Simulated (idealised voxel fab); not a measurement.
Documented hereafter: the process module known as voxel self aligned contacts.
FYI the section here is cut, 235 nm wide, cells are 5 nm squares.
When this document writes out a cross-section, it uses a grid of square cells and lists it as bands, beginning at the top and moving down, with a band standing for one or more rows of cells. Heads up on the band format: heights come first, top then bottom, in nm. After that it's the materials left to right, each with its width in nm. A single material flagged "everywhere" fills the whole band edge to edge, and "empty" means there's empty space there. For the purposes of this specification, 0 denotes the height below which the wafer in its as-received condition is composed wholly of one material, and the lowermost band, lacking a lower limit, extends downward without end, as expressed in "0..down". Think of "30 to 40" as a width that walks from the first number to the second as you go down the band, top row to bottom row, taking equal-sized steps from row to row. It should be understood that the words "no alteration", when stated for a given step, signify that the cross-section underwent no change in any of its cells during that step. The entry "Closed empty spaces" lists the empty spaces that cover at least 8 cells and have no open path to the top. Each is written as width x height at distance, where the distance is measured from the left edge and all three values are in nm. Whatever follows a step's settings on its line is a remark the simulator itself makes about that step. "overlay nm", when on a step's line for a step with a mask, measures how far to the right of its planned place the mask lay; a negative measure means to the left.

# Planned process steps
| 1 | RECEIVE | material Si |
| 2 | CONFORMAL_DEP | material SiO2 | thk nm 5 |
| 3 | DIRECTIONAL_DEP | material polySi | thk nm 30 |
| 4 | DIRECTIONAL_DEP | material SiN | thk nm 20 |
| 5 | DIRECTIONAL_DEP | material aC | thk nm 15 |
| 6 | PATTERN | tone cover | mask id GATE | material resist | width nm 25 | pitch nm 60 | thk nm 30 | overlay nm 0 |
| 7 | DIRECTIONAL_ETCH | etch materials aC | depth nm 15 |
| 8 | STRIP | etch materials resist |
| 9 | DIRECTIONAL_ETCH | etch materials SiN | depth nm 20 |
| 10 | DIRECTIONAL_ETCH | etch materials polySi | depth nm 30 |
| 11 | STRIP | etch materials aC |
| 12 | CONFORMAL_DEP | material SiN | thk nm 10 |
| 13 | DIRECTIONAL_ETCH | etch materials SiN | depth nm 10 |
| 14 | FILL_DEP | material SiO2 | thk nm 15 |
| 15 | CMP | height nm 65 |
| 16 | MASKED_ETCH | tone open | mask id CONTACT | width nm 45 | pitch nm 60 | etch materials SiO2 | depth nm 65 | overlay nm 0 |
| 17 | CONFORMAL_DEP | material TiN | thk nm 5 |
| 18 | FILL_DEP | material W | thk nm 5 |
| 19 | CMP | height nm 65 |
| 20 | CONFORMAL_DEP | material SiN | thk nm 5 |

# So this is the incoming wafer in cross-section - it's already been through step 1
> 0..down  Si everywhere
> Closed empty spaces: none

# Looking at the first of two wafers in cross-section at end of module - ran to plan
> 70..65  SiN everywhere
> 65..55  65 nm SiO2, then 5 to 20 nm TiN, then 35 to 5 nm W, then 5 to 20 nm TiN, then 15 nm SiO2, then 5 to 20 nm TiN, then 35 to 5 nm W, then 5 to 20 nm TiN, then 65 nm SiO2
> 55..35  35 nm SiO2, then 45 nm SiN, then 5 nm TiN, then 5 nm W, then 5 nm TiN, then 45 nm SiN, then 5 nm TiN, then 5 nm W, then 5 nm TiN, then 45 nm SiN, then 35 nm SiO2
> 35..5  35 nm SiO2, then 10 nm SiN, then 25 nm polySi, then 10 nm SiN, then 5 nm TiN, then 5 nm W, then 5 nm TiN, then 10 nm SiN, then 25 nm polySi, then 10 nm SiN, then 5 nm TiN, then 5 nm W, then 5 nm TiN, then 10 nm SiN, then 25 nm polySi, then 10 nm SiN, then 35 nm SiO2
> 5..0  80 nm SiO2, then 15 nm TiN, then 45 nm SiO2, then 15 nm TiN, then 80 nm SiO2
> 0..down  Si everywhere
> Closed empty spaces: none

# End of module, second wafer, cross-section. Started like the first, planned like the first, run with one mistake
> 70..65  SiN everywhere
> 65..60  60 nm W, then 5 nm TiN, then 45 nm SiO2, then 5 nm TiN, then 5 nm W, then 5 nm TiN, then 45 nm SiO2, then 5 nm TiN, then 60 nm W
> 60..55  30 nm W, then 35 nm TiN, then 45 nm SiO2, then 15 nm TiN, then 45 nm SiO2, then 35 nm TiN, then 30 nm W
> 55..35  30 nm W, then 5 nm TiN, then 45 nm SiN, then 15 nm SiO2, then 45 nm SiN, then 15 nm SiO2, then 45 nm SiN, then 5 nm TiN, then 30 nm W
> 35..5  30 nm W, then 5 nm TiN, then 10 nm SiN, then 25 nm polySi, then 10 nm SiN, then 15 nm SiO2, then 10 nm SiN, then 25 nm polySi, then 10 nm SiN, then 15 nm SiO2, then 10 nm SiN, then 25 nm polySi, then 10 nm SiN, then 5 nm TiN, then 30 nm W
> 5..0  35 nm TiN, then 165 nm SiO2, then 35 nm TiN
> 0..down  Si everywhere
> Closed empty spaces: none
Nonconformance to the process plan: step 16 off recipe, ran as MASKED_ETCH | tone cover | mask id CONTACT | width nm 45 | pitch nm 60 | etch materials SiO2 | depth nm 65 | overlay nm 0
The final cell counts differ between the wafers, with the second having more or fewer of some materials than the first: -110 SiO2; -11 TiN; +121 W
